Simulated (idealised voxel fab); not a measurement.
Herein follows the process module entitled voxel transistor to metal.
The figure presents cross-section cut, which has a width of 260 nm and is divided into square cells with an edge length of 5 nm.
In this document a cross-section is written as a grid of square cells. It is given as a series of bands, listed from the top down, and a band is one or more rows of cells. Within each band entry, the heights of the top and of the bottom of the band appear first, in that order and in nm; the materials of the band then follow from left to right, each with its corresponding width in nm. The designation "edge to edge" on a single material indicates that it fills the band from edge to edge; the designation "empty" indicates empty space. Counting heights begins at 0, where everything beneath is, in the wafer as received, one material. The lowest band has no bottom; it goes on downwards, as "0 -> down" shows. The width entry "30 to 40" should be interpreted row by row: the top row of cells in the band takes the first number, the bottom row takes the second number, and the change between adjacent rows is uniform throughout. "no alterations made", as given for a step, is the statement that not any cell of the cross-section underwent a change during that step. "Enclosed empty spaces" lists enclosed empty spaces (at least 8 cells, no open path upward to the top), each as width x height at distance from the left edge, in nm. Read whatever lies past the settings on a step's line as the simulator's own remark about the step. Regarding "overlay nm": on a step with a mask, it is the distance the mask lay to the right of its planned place; a negative value places it to the left. Each pair below shows a cross-section before one step and the cross-section after it, down to the lowest band that changed. The line under each pair gives the step between them, with its settings. The pairs can come from different runs of this module on the same starting wafer, so a pair continues from the pair above only where its "Snapshot before" says so.

**Snapshot before**
* 140 -> 120: resist 25 nm, empty 15 nm, resist 110 nm, empty 15 nm, resist 95 nm
* 120 -> 110: aC 25 nm, empty 15 nm, aC 110 nm, empty 15 nm, aC 95 nm
* 110 -> 75: SiO2 edge to edge
* 75 -> 70: SiCN edge to edge
* 70 -> 55: lowk 25 nm, TiN 5 nm, W 10 nm, TiN 5 nm, lowk 45 nm, TiN 5 nm, W 10 nm, TiN 5 nm, lowk 40 nm, TiN 5 nm, W 10 nm, TiN 5 nm, lowk 45 nm, TiN 5 nm, W 10 nm, TiN 5 nm, lowk 25 nm
* 55 -> 50: SiCN 25 nm, TiN 20 nm, SiCN 45 nm, TiN 20 nm, SiCN 40 nm, TiN 20 nm, SiCN 45 nm, TiN 20 nm, SiCN 25 nm
* 50 -> 35: SiO2 25 nm, TiN 5 nm, Ru 10 nm, TiN 5 nm, SiO2 45 nm, TiN 5 nm, Ru 10 nm, TiN 5 nm, SiO2 40 nm, TiN 5 nm, Ru 10 nm, TiN 5 nm, SiO2 45 nm, TiN 5 nm, Ru 10 nm, TiN 5 nm, SiO2 25 nm
* 35 -> 25: SiO2 25 nm, TiN 5 nm, Ru 10 nm, TiN 5 nm, SiN 10 nm, SiO2 5 nm, SiCN 15 nm, SiO2 5 nm, SiN 10 nm, TiN 5 nm, Ru 10 nm, TiN 5 nm, SiO2 40 nm, TiN 5 nm, Ru 10 nm, TiN 5 nm, SiN 10 nm, SiO2 5 nm, SiCN 15 nm, SiO2 5 nm, SiN 10 nm, TiN 5 nm, Ru 10 nm, TiN 5 nm, SiO2 25 nm
* 25 -> 0: SiO2 25 nm, TiN 5 nm, Ru 10 nm, TiN 5 nm, SiN 10 nm, SiO2 5 nm, polySi 15 nm, SiO2 5 nm, SiN 10 nm, TiN 5 nm, Ru 10 nm, TiN 5 nm, SiO2 40 nm, TiN 5 nm, Ru 10 nm, TiN 5 nm, SiN 10 nm, SiO2 5 nm, polySi 15 nm, SiO2 5 nm, SiN 10 nm, TiN 5 nm, Ru 10 nm, TiN 5 nm, SiO2 25 nm
* 0 -> -5: SiO2 15 nm, SiN 10 nm, TiN 20 nm, SiN 10 nm, SiO2 5 nm, polySi 15 nm, SiO2 5 nm, SiN 10 nm, TiN 20 nm, SiN 10 nm, SiO2 20 nm, SiN 10 nm, TiN 20 nm, SiN 10 nm, SiO2 5 nm, polySi 15 nm, SiO2 5 nm, SiN 10 nm, TiN 20 nm, SiN 10 nm, SiO2 15 nm
* -5 -> -10: SiO2 25 nm, SiGe 20 nm, SiO2 45 nm, SiGe 20 nm, SiO2 40 nm, SiGe 20 nm, SiO2 45 nm, SiGe 20 nm, SiO2 25 nm
* -10 -> -40: SiO2 20 nm, Si 95 nm, SiO2 30 nm, Si 95 nm, SiO2 20 nm
* -40 -> down: Si edge to edge
* Enclosed empty spaces: none

**Post-Step Cross-Section**
* 120 -> 110: aC 25 nm, empty 15 nm, aC 110 nm, empty 15 nm, aC 95 nm
* Everything below 110 is unchanged.
* Enclosed empty spaces: none
The process step bridging the two cross-sections above: STRIP [etch materials resist]

Snapshot before: taken from the pair above, after panel.

**Post-Step Cross-Section**
* 120 -> 110: aC 25 nm, empty 15 nm, aC 110 nm, empty 15 nm, aC 95 nm
* 110 -> 75: SiO2 25 nm, empty 15 nm, SiO2 110 nm, empty 15 nm, SiO2 95 nm
* Everything below 75 is unchanged.
* Enclosed empty spaces: none
The process step bridging the two cross-sections above: DIRECTIONAL_ETCH [etch materials SiO2] [depth nm 35]

Snapshot before: taken from the pair above, after panel.

**Post-Step Cross-Section**
* 110 -> 75: SiO2 25 nm, empty 15 nm, SiO2 110 nm, empty 15 nm, SiO2 95 nm
* Everything below 75 is unchanged.
* Enclosed empty spaces: none
The process step bridging the two cross-sections above: STRIP [etch materials aC]

Snapshot before: taken from the pair above, after panel.

**Post-Step Cross-Section**
* 130 -> 110: resist 25 nm, empty 20 nm, resist 105 nm, empty 20 nm, resist 90 nm
* Everything below 110 is unchanged.
* Enclosed empty spaces: none
The process step bridging the two cross-sections above: PATTERN [tone open] [mask id METAL_2] [material resist] [width nm 20] [pitch nm 125] [thk nm 20] [overlay nm 0]

Snapshot before: taken from the pair above, after panel.

**Post-Step Cross-Section**
* 130 -> 110: resist 25 nm, empty 20 nm, resist 105 nm, empty 20 nm, resist 90 nm
* 110 -> 90: SiO2 25 nm, empty 20 nm, SiO2 105 nm, empty 20 nm, SiO2 90 nm
* Everything below 90 is unchanged.
* Enclosed empty spaces: none
The process step bridging the two cross-sections above: DIRECTIONAL_ETCH [etch materials SiO2] [depth nm 20]

Snapshot before: taken from the pair above, after panel.

**Post-Step Cross-Section**
* 130 -> 110: resist 25 nm, empty 20 nm, resist 105 nm, empty 20 nm, resist 90 nm
* 110 -> 90: SiO2 25 nm, empty 20 nm, SiO2 105 nm, empty 20 nm, SiO2 90 nm
* 90 -> 75: SiO2 25 nm, empty 15 nm, SiO2 110 nm, empty 15 nm, SiO2 95 nm
* 75 -> 70: SiCN 25 nm, empty 15 nm, SiCN 110 nm, empty 15 nm, SiCN 95 nm
* Everything below 70 is unchanged.
* Enclosed empty spaces: none
The process step bridging the two cross-sections above: DIRECTIONAL_ETCH [etch materials SiCN] [depth nm 5]

Snapshot before: taken from the pair above, after panel.

**Post-Step Cross-Section**
* 110 -> 90: SiO2 25 nm, empty 20 nm, SiO2 105 nm, empty 20 nm, SiO2 90 nm
* Everything below 90 is unchanged.
* Enclosed empty spaces: none
The process step bridging the two cross-sections above: STRIP [etch materials resist]

Snapshot before: taken from the pair above, after panel.

**Post-Step Cross-Section**
* 115 -> 110: TiN 30 nm, empty 10 nm, TiN 115 nm, empty 10 nm, TiN 95 nm
* 110 -> 95: SiO2 25 nm, TiN 5 nm, empty 10 nm, TiN 5 nm, SiO2 105 nm, TiN 5 nm, empty 10 nm, TiN 5 nm, SiO2 90 nm
* 95 -> 90: SiO2 25 nm, TiN 5 nm, empty 5 nm, TiN 10 nm, SiO2 105 nm, TiN 5 nm, empty 5 nm, TiN 10 nm, SiO2 90 nm
* 90 -> 75: SiO2 25 nm, TiN 5 nm, empty 5 nm, TiN 5 nm, SiO2 110 nm, TiN 5 nm, empty 5 nm, TiN 5 nm, SiO2 95 nm
* 75 -> 70: SiCN 25 nm, TiN 15 nm, SiCN 110 nm, TiN 15 nm, SiCN 95 nm
* Everything below 70 is unchanged.
* Enclosed empty spaces: none
The process step bridging the two cross-sections above: CONFORMAL_DEP [material TiN] [thk nm 5]

Snapshot before: taken from the pair above, after panel.

**Post-Step Cross-Section**
* 120 -> 115: Cu edge to edge
* 115 -> 110: TiN 30 nm, Cu 10 nm, TiN 115 nm, Cu 10 nm, TiN 95 nm
* 110 -> 95: SiO2 25 nm, TiN 5 nm, Cu 10 nm, TiN 5 nm, SiO2 105 nm, TiN 5 nm, Cu 10 nm, TiN 5 nm, SiO2 90 nm
* 95 -> 90: SiO2 25 nm, TiN 5 nm, Cu 5 nm, TiN 10 nm, SiO2 105 nm, TiN 5 nm, Cu 5 nm, TiN 10 nm, SiO2 90 nm
* 90 -> 75: SiO2 25 nm, TiN 5 nm, Cu 5 nm, TiN 5 nm, SiO2 110 nm, TiN 5 nm, Cu 5 nm, TiN 5 nm, SiO2 95 nm
* Everything below 75 is unchanged.
* Enclosed empty spaces: none
The process step bridging the two cross-sections above: FILL_DEP [material Cu] [thk nm 5]

Snapshot before: taken from the pair above, after panel.

**Post-Step Cross-Section**
* 110 -> 95: SiO2 25 nm, TiN 5 nm, Cu 10 nm, TiN 5 nm, SiO2 105 nm, TiN 5 nm, Cu 10 nm, TiN 5 nm, SiO2 90 nm
* Everything below 95 is unchanged.
* Enclosed empty spaces: none
The process step bridging the two cross-sections above: CMP [height nm 110]

Snapshot before: taken from the pair above, after panel.

**Post-Step Cross-Section**
* 115 -> 110: SiN edge to edge
* Everything below 110 is unchanged.
* Enclosed empty spaces: none
The process step bridging the two cross-sections above: CONFORMAL_DEP [material SiN] [thk nm 5]

**Snapshot before**
* 85 -> 75: W edge to edge
* 75 -> 70: TiN 30 nm, W 10 nm, TiN 55 nm, W 10 nm, TiN 50 nm, W 10 nm, TiN 55 nm, W 10 nm, TiN 30 nm
* 70 -> 55: lowk 25 nm, TiN 5 nm, W 10 nm, TiN 5 nm, lowk 45 nm, TiN 5 nm, W 10 nm, TiN 5 nm, lowk 40 nm, TiN 5 nm, W 10 nm, TiN 5 nm, lowk 45 nm, TiN 5 nm, W 10 nm, TiN 5 nm, lowk 25 nm
* 55 -> 50: SiCN 25 nm, TiN 20 nm, SiCN 45 nm, TiN 20 nm, SiCN 40 nm, TiN 20 nm, SiCN 45 nm, TiN 20 nm, SiCN 25 nm
* 50 -> 35: SiO2 25 nm, TiN 5 nm, Ru 10 nm, TiN 5 nm, SiO2 45 nm, TiN 5 nm, Ru 10 nm, TiN 5 nm, SiO2 40 nm, TiN 5 nm, Ru 10 nm, TiN 5 nm, SiO2 45 nm, TiN 5 nm, Ru 10 nm, TiN 5 nm, SiO2 25 nm
* 35 -> 25: SiO2 25 nm, TiN 5 nm, Ru 10 nm, TiN 5 nm, SiN 10 nm, SiO2 5 nm, SiCN 15 nm, SiO2 5 nm, SiN 10 nm, TiN 5 nm, Ru 10 nm, TiN 5 nm, SiO2 40 nm, TiN 5 nm, Ru 10 nm, TiN 5 nm, SiN 10 nm, SiO2 5 nm, SiCN 15 nm, SiO2 5 nm, SiN 10 nm, TiN 5 nm, Ru 10 nm, TiN 5 nm, SiO2 25 nm
* 25 -> 0: SiO2 25 nm, TiN 5 nm, Ru 10 nm, TiN 5 nm, SiN 10 nm, SiO2 5 nm, polySi 15 nm, SiO2 5 nm, SiN 10 nm, TiN 5 nm, Ru 10 nm, TiN 5 nm, SiO2 40 nm, TiN 5 nm, Ru 10 nm, TiN 5 nm, SiN 10 nm, SiO2 5 nm, polySi 15 nm, SiO2 5 nm, SiN 10 nm, TiN 5 nm, Ru 10 nm, TiN 5 nm, SiO2 25 nm
* 0 -> -5: SiO2 15 nm, SiN 10 nm, TiN 20 nm, SiN 10 nm, SiO2 5 nm, polySi 15 nm, SiO2 5 nm, SiN 10 nm, TiN 20 nm, SiN 10 nm, SiO2 20 nm, SiN 10 nm, TiN 20 nm, SiN 10 nm, SiO2 5 nm, polySi 15 nm, SiO2 5 nm, SiN 10 nm, TiN 20 nm, SiN 10 nm, SiO2 15 nm
* -5 -> -10: SiO2 25 nm, SiGe 20 nm, SiO2 45 nm, SiGe 20 nm, SiO2 40 nm, SiGe 20 nm, SiO2 45 nm, SiGe 20 nm, SiO2 25 nm
* -10 -> -40: SiO2 20 nm, Si 95 nm, SiO2 30 nm, Si 95 nm, SiO2 20 nm
* -40 -> down: Si edge to edge
* Enclosed empty spaces: none

**Post-Step Cross-Section**
* 90 -> 85: SiCN edge to edge
* Everything below 85 is unchanged.
* Enclosed empty spaces: none
The process step bridging the two cross-sections above: CONFORMAL_DEP [material SiCN] [thk nm 5]

Snapshot before: taken from the pair above, after panel.

**Post-Step Cross-Section**
* 125 -> 90: SiO2 edge to edge
* Everything below 90 is unchanged.
* Enclosed empty spaces: none
The process step bridging the two cross-sections above: DIRECTIONAL_DEP [material SiO2] [thk nm 35]

Snapshot before: taken from the pair above, after panel.

**Post-Step Cross-Section**
* 135 -> 125: aC edge to edge
* Everything below 125 is unchanged.
* Enclosed empty spaces: none
The process step bridging the two cross-sections above: DIRECTIONAL_DEP [material aC] [thk nm 10]

Snapshot before: taken from the pair above, after panel.

**Post-Step Cross-Section**
* 165 -> 135: resist 25 nm, empty 15 nm, resist 110 nm, empty 15 nm, resist 95 nm
* Everything below 135 is unchanged.
* Enclosed empty spaces: none
The process step bridging the two cross-sections above: PATTERN [tone open] [mask id METAL_2_HOLES] [material resist] [width nm 15] [pitch nm 125] [thk nm 30] [overlay nm 0]

Snapshot before: taken from the pair above, after panel.

**Post-Step Cross-Section**
* 155 -> 135: resist 25 nm, empty 15 nm, resist 110 nm, empty 15 nm, resist 95 nm
* 135 -> 125: aC 25 nm, empty 15 nm, aC 110 nm, empty 15 nm, aC 95 nm
* Everything below 125 is unchanged.
* Enclosed empty spaces: none
The process step bridging the two cross-sections above: DIRECTIONAL_ETCH [etch materials aC] [depth nm 10]

Snapshot before: taken from the pair above, after panel.

**Post-Step Cross-Section**
* 135 -> 125: aC 25 nm, empty 15 nm, aC 110 nm, empty 15 nm, aC 95 nm
* Everything below 125 is unchanged.
* Enclosed empty spaces: none
The process step bridging the two cross-sections above: STRIP [etch materials resist]

Snapshot before: taken from the pair above, after panel.

**Post-Step Cross-Section**
* 135 -> 125: aC 25 nm, empty 15 nm, aC 110 nm, empty 15 nm, aC 95 nm
* 125 -> 90: SiO2 25 nm, empty 15 nm, SiO2 110 nm, empty 15 nm, SiO2 95 nm
* Everything below 90 is unchanged.
* Enclosed empty spaces: none
The process step bridging the two cross-sections above: DIRECTIONAL_ETCH [etch materials SiO2] [depth nm 35]

Snapshot before: taken from the pair above, after panel.

**Post-Step Cross-Section**
* 125 -> 90: SiO2 25 nm, empty 15 nm, SiO2 110 nm, empty 15 nm, SiO2 95 nm
* Everything below 90 is unchanged.
* Enclosed empty spaces: none
The process step bridging the two cross-sections above: STRIP [etch materials aC]

Snapshot before: taken from the pair above, after panel.

**Post-Step Cross-Section**
* 145 -> 125: resist 25 nm, empty 20 nm, resist 105 nm, empty 20 nm, resist 90 nm
* Everything below 125 is unchanged.
* Enclosed empty spaces: none
The process step bridging the two cross-sections above: PATTERN [tone open] [mask id METAL_2] [material resist] [width nm 20] [pitch nm 125] [thk nm 20] [overlay nm 0]

Snapshot before: taken from the pair above, after panel.

**Post-Step Cross-Section**
* 145 -> 125: resist 25 nm, empty 20 nm, resist 105 nm, empty 20 nm, resist 90 nm
* 125 -> 105: SiO2 25 nm, empty 20 nm, SiO2 105 nm, empty 20 nm, SiO2 90 nm
* Everything below 105 is unchanged.
* Enclosed empty spaces: none
The process step bridging the two cross-sections above: DIRECTIONAL_ETCH [etch materials SiO2] [depth nm 20]

Snapshot before: taken from the pair above, after panel.

**Post-Step Cross-Section**
* 145 -> 125: resist 25 nm, empty 20 nm, resist 105 nm, empty 20 nm, resist 90 nm
* 125 -> 105: SiO2 25 nm, empty 20 nm, SiO2 105 nm, empty 20 nm, SiO2 90 nm
* 105 -> 90: SiO2 25 nm, empty 15 nm, SiO2 110 nm, empty 15 nm, SiO2 95 nm
* 90 -> 85: SiCN 25 nm, empty 15 nm, SiCN 110 nm, empty 15 nm, SiCN 95 nm
* Everything below 85 is unchanged.
* Enclosed empty spaces: none
The process step bridging the two cross-sections above: DIRECTIONAL_ETCH [etch materials SiCN] [depth nm 5]

Snapshot before: taken from the pair above, after panel.

**Post-Step Cross-Section**
* 125 -> 105: SiO2 25 nm, empty 20 nm, SiO2 105 nm, empty 20 nm, SiO2 90 nm
* Everything below 105 is unchanged.
* Enclosed empty spaces: none
The process step bridging the two cross-sections above: STRIP [etch materials resist]

Snapshot before: taken from the pair above, after panel.

**Post-Step Cross-Section**
* 130 -> 125: TiN 30 nm, empty 10 nm, TiN 115 nm, empty 10 nm, TiN 95 nm
* 125 -> 110: SiO2 25 nm, TiN 5 nm, empty 10 nm, TiN 5 nm, SiO2 105 nm, TiN 5 nm, empty 10 nm, TiN 5 nm, SiO2 90 nm
* 110 -> 105: SiO2 25 nm, TiN 5 nm, empty 5 nm, TiN 10 nm, SiO2 105 nm, TiN 5 nm, empty 5 nm, TiN 10 nm, SiO2 90 nm
* 105 -> 90: SiO2 25 nm, TiN 5 nm, empty 5 nm, TiN 5 nm, SiO2 110 nm, TiN 5 nm, empty 5 nm, TiN 5 nm, SiO2 95 nm
* 90 -> 85: SiCN 25 nm, TiN 15 nm, SiCN 110 nm, TiN 15 nm, SiCN 95 nm
* Everything below 85 is unchanged.
* Enclosed empty spaces: none
The process step bridging the two cross-sections above: CONFORMAL_DEP [material TiN] [thk nm 5]

Snapshot before: taken from the pair above, after panel.

**Post-Step Cross-Section**
* 135 -> 130: Cu edge to edge
* 130 -> 125: TiN 30 nm, Cu 10 nm, TiN 115 nm, Cu 10 nm, TiN 95 nm
* 125 -> 110: SiO2 25 nm, TiN 5 nm, Cu 10 nm, TiN 5 nm, SiO2 105 nm, TiN 5 nm, Cu 10 nm, TiN 5 nm, SiO2 90 nm
* 110 -> 105: SiO2 25 nm, TiN 5 nm, Cu 5 nm, TiN 10 nm, SiO2 105 nm, TiN 5 nm, Cu 5 nm, TiN 10 nm, SiO2 90 nm
* 105 -> 90: SiO2 25 nm, TiN 5 nm, Cu 5 nm, TiN 5 nm, SiO2 110 nm, TiN 5 nm, Cu 5 nm, TiN 5 nm, SiO2 95 nm
* Everything below 90 is unchanged.
* Enclosed empty spaces: none
The process step bridging the two cross-sections above: FILL_DEP [material Cu] [thk nm 5]

Snapshot before: taken from the pair above, after panel.

**Post-Step Cross-Section**
* 110 -> 105: SiO2 25 nm, TiN 5 nm, Cu 5 nm, TiN 10 nm, SiO2 105 nm, TiN 5 nm, Cu 5 nm, TiN 10 nm, SiO2 90 nm
* Everything below 105 is unchanged.
* Enclosed empty spaces: none
The process step bridging the two cross-sections above: CMP [height nm 110]

Snapshot before: taken from the pair above, after panel.

**Post-Step Cross-Section**
* 115 -> 110: SiN edge to edge
* Everything below 110 is unchanged.
* Enclosed empty spaces: none
The process step bridging the two cross-sections above: CONFORMAL_DEP [material SiN] [thk nm 5]

**Snapshot before**
* 110 -> 75: SiO2 edge to edge
* 75 -> 70: SiCN edge to edge
* 70 -> 55: lowk 25 nm, TiN 5 nm, W 10 nm, TiN 5 nm, lowk 45 nm, TiN 5 nm, W 10 nm, TiN 5 nm, lowk 40 nm, TiN 5 nm, W 10 nm, TiN 5 nm, lowk 45 nm, TiN 5 nm, W 10 nm, TiN 5 nm, lowk 25 nm
* 55 -> 50: SiCN 25 nm, TiN 20 nm, SiCN 45 nm, TiN 20 nm, SiCN 40 nm, TiN 20 nm, SiCN 45 nm, TiN 20 nm, SiCN 25 nm
* 50 -> 35: SiO2 25 nm, TiN 5 nm, Ru 10 nm, TiN 5 nm, SiO2 45 nm, TiN 5 nm, Ru 10 nm, TiN 5 nm, SiO2 40 nm, TiN 5 nm, Ru 10 nm, TiN 5 nm, SiO2 45 nm, TiN 5 nm, Ru 10 nm, TiN 5 nm, SiO2 25 nm
* 35 -> 25: SiO2 25 nm, TiN 5 nm, Ru 10 nm, TiN 5 nm, SiN 10 nm, SiO2 5 nm, SiCN 15 nm, SiO2 5 nm, SiN 10 nm, TiN 5 nm, Ru 10 nm, TiN 5 nm, SiO2 40 nm, TiN 5 nm, Ru 10 nm, TiN 5 nm, SiN 10 nm, SiO2 5 nm, SiCN 15 nm, SiO2 5 nm, SiN 10 nm, TiN 5 nm, Ru 10 nm, TiN 5 nm, SiO2 25 nm
* 25 -> 0: SiO2 25 nm, TiN 5 nm, Ru 10 nm, TiN 5 nm, SiN 10 nm, SiO2 5 nm, polySi 15 nm, SiO2 5 nm, SiN 10 nm, TiN 5 nm, Ru 10 nm, TiN 5 nm, SiO2 40 nm, TiN 5 nm, Ru 10 nm, TiN 5 nm, SiN 10 nm, SiO2 5 nm, polySi 15 nm, SiO2 5 nm, SiN 10 nm, TiN 5 nm, Ru 10 nm, TiN 5 nm, SiO2 25 nm
* 0 -> -5: SiO2 15 nm, SiN 10 nm, TiN 20 nm, SiN 10 nm, SiO2 5 nm, polySi 15 nm, SiO2 5 nm, SiN 10 nm, TiN 20 nm, SiN 10 nm, SiO2 20 nm, SiN 10 nm, TiN 20 nm, SiN 10 nm, SiO2 5 nm, polySi 15 nm, SiO2 5 nm, SiN 10 nm, TiN 20 nm, SiN 10 nm, SiO2 15 nm
* -5 -> -10: SiO2 25 nm, SiGe 20 nm, SiO2 45 nm, SiGe 20 nm, SiO2 40 nm, SiGe 20 nm, SiO2 45 nm, SiGe 20 nm, SiO2 25 nm
* -10 -> -40: SiO2 20 nm, Si 95 nm, SiO2 30 nm, Si 95 nm, SiO2 20 nm
* -40 -> down: Si edge to edge
* Enclosed empty spaces: none

**Post-Step Cross-Section**
* 145 -> 75: SiO2 edge to edge
* Everything below 75 is unchanged.
* Enclosed empty spaces: none
The process step bridging the two cross-sections above: DIRECTIONAL_DEP [material SiO2] [thk nm 35]

Snapshot before: taken from the pair above, after panel.

**Post-Step Cross-Section**
* 155 -> 145: aC edge to edge
* Everything below 145 is unchanged.
* Enclosed empty spaces: none
The process step bridging the two cross-sections above: DIRECTIONAL_DEP [material aC] [thk nm 10]

Snapshot before: taken from the pair above, after panel.

**Post-Step Cross-Section**
* 185 -> 155: resist 25 nm, empty 15 nm, resist 110 nm, empty 15 nm, resist 95 nm
* Everything below 155 is unchanged.
* Enclosed empty spaces: none
The process step bridging the two cross-sections above: PATTERN [tone open] [mask id METAL_2_HOLES] [material resist] [width nm 15] [pitch nm 125] [thk nm 30] [overlay nm 0]

Snapshot before: taken from the pair above, after panel.

**Post-Step Cross-Section**
* 175 -> 155: resist 25 nm, empty 15 nm, resist 110 nm, empty 15 nm, resist 95 nm
* 155 -> 145: aC 25 nm, empty 15 nm, aC 110 nm, empty 15 nm, aC 95 nm
* Everything below 145 is unchanged.
* Enclosed empty spaces: none
The process step bridging the two cross-sections above: DIRECTIONAL_ETCH [etch materials aC] [depth nm 10]

Snapshot before: taken from the pair above, after panel.

**Post-Step Cross-Section**
* 155 -> 145: aC 25 nm, empty 15 nm, aC 110 nm, empty 15 nm, aC 95 nm
* Everything below 145 is unchanged.
* Enclosed empty spaces: none
The process step bridging the two cross-sections above: STRIP [etch materials resist]

Snapshot before: taken from the pair above, after panel.

**Post-Step Cross-Section**
* 155 -> 145: aC 25 nm, empty 15 nm, aC 110 nm, empty 15 nm, aC 95 nm
* 145 -> 110: SiO2 25 nm, empty 15 nm, SiO2 110 nm, empty 15 nm, SiO2 95 nm
* Everything below 110 is unchanged.
* Enclosed empty spaces: none
The process step bridging the two cross-sections above: DIRECTIONAL_ETCH [etch materials SiO2] [depth nm 35]

Snapshot before: taken from the pair above, after panel.

**Post-Step Cross-Section**
* 145 -> 110: SiO2 25 nm, empty 15 nm, SiO2 110 nm, empty 15 nm, SiO2 95 nm
* Everything below 110 is unchanged.
* Enclosed empty spaces: none
The process step bridging the two cross-sections above: STRIP [etch materials aC]

Snapshot before: taken from the pair above, after panel.

**Post-Step Cross-Section**
* 165 -> 145: resist 25 nm, empty 20 nm, resist 105 nm, empty 20 nm, resist 90 nm
* Everything below 145 is unchanged.
* Enclosed empty spaces: none
The process step bridging the two cross-sections above: PATTERN [tone open] [mask id METAL_2] [material resist] [width nm 20] [pitch nm 125] [thk nm 20] [overlay nm 0]

Snapshot before: taken from the pair above, after panel.

**Post-Step Cross-Section**
* 165 -> 145: resist 25 nm, empty 20 nm, resist 105 nm, empty 20 nm, resist 90 nm
* 145 -> 125: SiO2 25 nm, empty 20 nm, SiO2 105 nm, empty 20 nm, SiO2 90 nm
* 125 -> 90: SiO2 25 nm, empty 15 nm, SiO2 110 nm, empty 15 nm, SiO2 95 nm
* Everything below 90 is unchanged.
* Enclosed empty spaces: none
The process step bridging the two cross-sections above: DIRECTIONAL_ETCH [etch materials SiO2] [depth nm 20]

Snapshot before: taken from the pair above, after panel.

**Post-Step Cross-Section**
* 145 -> 125: SiO2 25 nm, empty 20 nm, SiO2 105 nm, empty 20 nm, SiO2 90 nm
* Everything below 125 is unchanged.
* Enclosed empty spaces: none
The process step bridging the two cross-sections above: STRIP [etch materials resist]

Snapshot before: taken from the pair above, after panel.

**Post-Step Cross-Section**
* 150 -> 145: TiN 30 nm, empty 10 nm, TiN 115 nm, empty 10 nm, TiN 95 nm
* 145 -> 130: SiO2 25 nm, TiN 5 nm, empty 10 nm, TiN 5 nm, SiO2 105 nm, TiN 5 nm, empty 10 nm, TiN 5 nm, SiO2 90 nm
* 130 -> 125: SiO2 25 nm, TiN 5 nm, empty 5 nm, TiN 10 nm, SiO2 105 nm, TiN 5 nm, empty 5 nm, TiN 10 nm, SiO2 90 nm
* 125 -> 95: SiO2 25 nm, TiN 5 nm, empty 5 nm, TiN 5 nm, SiO2 110 nm, TiN 5 nm, empty 5 nm, TiN 5 nm, SiO2 95 nm
* 95 -> 90: SiO2 25 nm, TiN 15 nm, SiO2 110 nm, TiN 15 nm, SiO2 95 nm
* Everything below 90 is unchanged.
* Enclosed empty spaces: none
The process step bridging the two cross-sections above: CONFORMAL_DEP [material TiN] [thk nm 5]

Snapshot before: taken from the pair above, after panel.

**Post-Step Cross-Section**
* 155 -> 150: Cu edge to edge
* 150 -> 145: TiN 30 nm, Cu 10 nm, TiN 115 nm, Cu 10 nm, TiN 95 nm
* 145 -> 130: SiO2 25 nm, TiN 5 nm, Cu 10 nm, TiN 5 nm, SiO2 105 nm, TiN 5 nm, Cu 10 nm, TiN 5 nm, SiO2 90 nm
* 130 -> 125: SiO2 25 nm, TiN 5 nm, Cu 5 nm, TiN 10 nm, SiO2 105 nm, TiN 5 nm, Cu 5 nm, TiN 10 nm, SiO2 90 nm
* 125 -> 95: SiO2 25 nm, TiN 5 nm, Cu 5 nm, TiN 5 nm, SiO2 110 nm, TiN 5 nm, Cu 5 nm, TiN 5 nm, SiO2 95 nm
* Everything below 95 is unchanged.
* Enclosed empty spaces: none
The process step bridging the two cross-sections above: FILL_DEP [material Cu] [thk nm 5]

Snapshot before: taken from the pair above, after panel.

**Post-Step Cross-Section**
* 110 -> 95: SiO2 25 nm, TiN 5 nm, Cu 5 nm, TiN 5 nm, SiO2 110 nm, TiN 5 nm, Cu 5 nm, TiN 5 nm, SiO2 95 nm
* Everything below 95 is unchanged.
* Enclosed empty spaces: none
The process step bridging the two cross-sections above: CMP [height nm 110]

Snapshot before: taken from the pair above, after panel.

**Post-Step Cross-Section**
* 115 -> 110: SiN edge to edge
* Everything below 110 is unchanged.
* Enclosed empty spaces: none
The process step bridging the two cross-sections above: CONFORMAL_DEP [material SiN] [thk nm 5]

**Snapshot before**
* 70 -> 55: lowk 25 nm, TiN 5 nm, W 10 nm, TiN 5 nm, lowk 45 nm, TiN 5 nm, W 10 nm, TiN 5 nm, lowk 40 nm, TiN 5 nm, W 10 nm, TiN 5 nm, lowk 45 nm, TiN 5 nm, W 10 nm, TiN 5 nm, lowk 25 nm
* 55 -> 50: SiCN 25 nm, TiN 20 nm, SiCN 45 nm, TiN 20 nm, SiCN 40 nm, TiN 20 nm, SiCN 45 nm, TiN 20 nm, SiCN 25 nm
* 50 -> 35: SiO2 25 nm, TiN 5 nm, Ru 10 nm, TiN 5 nm, SiO2 45 nm, TiN 5 nm, Ru 10 nm, TiN 5 nm, SiO2 40 nm, TiN 5 nm, Ru 10 nm, TiN 5 nm, SiO2 45 nm, TiN 5 nm, Ru 10 nm, TiN 5 nm, SiO2 25 nm
* 35 -> 25: SiO2 25 nm, TiN 5 nm, Ru 10 nm, TiN 5 nm, SiN 10 nm, SiO2 5 nm, SiCN 15 nm, SiO2 5 nm, SiN 10 nm, TiN 5 nm, Ru 10 nm, TiN 5 nm, SiO2 40 nm, TiN 5 nm, Ru 10 nm, TiN 5 nm, SiN 10 nm, SiO2 5 nm, SiCN 15 nm, SiO2 5 nm, SiN 10 nm, TiN 5 nm, Ru 10 nm, TiN 5 nm, SiO2 25 nm
* 25 -> 0: SiO2 25 nm, TiN 5 nm, Ru 10 nm, TiN 5 nm, SiN 10 nm, SiO2 5 nm, polySi 15 nm, SiO2 5 nm, SiN 10 nm, TiN 5 nm, Ru 10 nm, TiN 5 nm, SiO2 40 nm, TiN 5 nm, Ru 10 nm, TiN 5 nm, SiN 10 nm, SiO2 5 nm, polySi 15 nm, SiO2 5 nm, SiN 10 nm, TiN 5 nm, Ru 10 nm, TiN 5 nm, SiO2 25 nm
* 0 -> -5: SiO2 15 nm, SiN 10 nm, TiN 20 nm, SiN 10 nm, SiO2 5 nm, polySi 15 nm, SiO2 5 nm, SiN 10 nm, TiN 20 nm, SiN 10 nm, SiO2 20 nm, SiN 10 nm, TiN 20 nm, SiN 10 nm, SiO2 5 nm, polySi 15 nm, SiO2 5 nm, SiN 10 nm, TiN 20 nm, SiN 10 nm, SiO2 15 nm
* -5 -> -10: SiO2 25 nm, SiGe 20 nm, SiO2 45 nm, SiGe 20 nm, SiO2 40 nm, SiGe 20 nm, SiO2 45 nm, SiGe 20 nm, SiO2 25 nm
* -10 -> -40: SiO2 20 nm, Si 95 nm, SiO2 30 nm, Si 95 nm, SiO2 20 nm
* -40 -> down: Si edge to edge
* Enclosed empty spaces: none

**Post-Step Cross-Section**
* 105 -> 70: SiO2 edge to edge
* Everything below 70 is unchanged.
* Enclosed empty spaces: none
The process step bridging the two cross-sections above: DIRECTIONAL_DEP [material SiO2] [thk nm 35]

Snapshot before: taken from the pair above, after panel.

**Post-Step Cross-Section**
* 110 -> 105: SiCN edge to edge
* Everything below 105 is unchanged.
* Enclosed empty spaces: none
The process step bridging the two cross-sections above: CONFORMAL_DEP [material SiCN] [thk nm 5]
